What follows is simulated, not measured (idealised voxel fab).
Title: Process Module voxel gate over fins
The cross-section on display is named cut; it measures 270 nm wide, and its cells are 5 nm squares.
Each cross-section below is a grid of square cells, stated as bands in top-down order, with one or more rows of cells making up each band.
Band: top height; bottom height; in nm. Then, left to right: material with width in nm, for each material. "full width": a single material spanning edge to edge. "empty": empty space.
Heights from 0 (as-received wafer is one material below). Bottom band endless downward, as "0..down".
Width: "30..40" (first number = top row, second number = bottom row, same change from row to row of cells).
No cell of the cross-section changed in a step that is given as "nothing got changed".
"Cavities, sealed" specifies each empty space that is not open to the top and that occupies no fewer than 8 cells, using the form width x height at distance, the distance measured from the left edge and all three quantities in nm.
Formally, on a step line, whatever follows the settings is a remark that the simulator itself makes on the step.
When a step includes a mask, the "overlay nm" setting on its line states how far to the right of its planned place that mask lay, and negative values state how far to the left.
-- List of planned process steps
| 1 | RECEIVE with material Si |
| 2 | CONFORMAL_DEP with material SiN, thk nm 5 |
| 3 | DIRECTIONAL_DEP with material aC, thk nm 10 |
| 4 | PATTERN with tone cover, mask id FINS, material resist, width nm 15, pitch nm 50, thk nm 30, overlay nm 0 |
| 5 | DIRECTIONAL_ETCH with etch materials aC, depth nm 10 |
| 6 | STRIP with etch materials resist |
| 7 | DIRECTIONAL_ETCH with etch materials SiN, depth nm 5 |
| 8 | DIRECTIONAL_ETCH with etch materials Si, depth nm 40 |
| 9 | STRIP with etch materials aC |
| 10 | FILL_DEP with material SiO2, thk nm 5 |
| 11 | CMP with height nm 5 |
| 12 | PATTERN with tone open, mask id RAIL, material resist, width nm 15, thk nm 20, overlay nm 0 |
| 13 | DIRECTIONAL_ETCH with etch materials SiO2, depth nm 40 |
| 14 | STRIP with etch materials resist |
| 15 | CONFORMAL_DEP with material TiN, thk nm 5 |
| 16 | FILL_DEP with material W, thk nm 5 |
| 17 | CMP with height nm 5 |
| 18 | SELECTIVE_ETCH with etch materials W Ru TiN, depth nm 20 |
| 19 | FILL_DEP with material SiO2, thk nm 5 |
| 20 | CMP with height nm 5 |
| 21 | SELECTIVE_ETCH with etch materials SiO2, depth nm 15 |
| 22 | STRIP with etch materials SiN |
| 23 | CONFORMAL_DEP with material HfO2, thk nm 5 |
| 24 | CONFORMAL_DEP with material TiN, thk nm 5 |
| 25 | FILL_DEP with material W, thk nm 10 |
| 26 | CMP with height nm 15 |
| 27 | CONFORMAL_DEP with material SiCN, thk nm 5 |
-- Cross-section, incoming material, after step 1
	0..down: Si full width
	Cavities, sealed: none
-- Run as planned - first of the two wafers cross-sectioned at the end of the module
	20..15: SiCN full width
	15..10: W full width
	10..5: 90 nm W  35 nm TiN  15 nm W  35 nm TiN  95 nm W
	5..0: 90 nm W  5 nm TiN  25 nm HfO2  5 nm TiN  15 nm W  5 nm TiN  25 nm HfO2  5 nm TiN  95 nm W
	0..-5: 95 nm TiN  5 nm HfO2  15 nm Si  5 nm HfO2  25 nm TiN  5 nm HfO2  15 nm Si  5 nm HfO2  100 nm TiN
	-5..-10: 100 nm HfO2  15 nm Si  35 nm HfO2  15 nm Si  105 nm HfO2
	-10..-15: 100 nm SiO2  15 nm Si  35 nm SiO2  15 nm Si  105 nm SiO2
	-15..-30: 100 nm SiO2  15 nm Si  10 nm SiO2  5 nm TiN  5 nm W  5 nm TiN  10 nm SiO2  15 nm Si  105 nm SiO2
	-30..-35: 100 nm SiO2  15 nm Si  10 nm SiO2  15 nm TiN  10 nm SiO2  15 nm Si  105 nm SiO2
	-35..-40: 100 nm SiO2  15 nm Si  35 nm SiO2  15 nm Si  105 nm SiO2
	-40..down: Si full width
	Cavities, sealed: none
-- Cross-section, second wafer: same start as the first, same plan as the first, one mistake in running it; taken at the end of the module
	20..15: SiCN full width
	15..10: W full width
	10..5: 90 nm W  35 nm TiN  15 nm W  35 nm TiN  95 nm W
	5..0: 90 nm W  5 nm TiN  25 nm HfO2  5 nm TiN  15 nm W  5 nm TiN  25 nm HfO2  5 nm TiN  95 nm W
	0..-5: 95 nm TiN  5 nm HfO2  15 nm Si  5 nm HfO2  25 nm TiN  5 nm HfO2  15 nm Si  5 nm HfO2  100 nm TiN
	-5..-10: 100 nm HfO2  15 nm Si  35 nm HfO2  15 nm Si  105 nm HfO2
	-10..-15: 100 nm SiO2  15 nm Si  35 nm SiO2  15 nm Si  105 nm SiO2
	-15..-30: 100 nm SiO2  15 nm Si  10 nm SiO2  5 nm TiN  5 nm W  5 nm TiN  10 nm SiO2  15 nm Si  105 nm SiO2
	-30..-35: 100 nm SiO2  15 nm Si  10 nm SiO2  15 nm TiN  10 nm SiO2  15 nm Si  105 nm SiO2
	-35..down: Si full width
	Cavities, sealed: none
what went wrong: heads up, step 8 didn't go per plan, it actually ran as DIRECTIONAL_ETCH with etch materials Si, depth nm 35
Final cells, second wafer relative to first, materials higher or lower: +48 Si | -48 SiO2
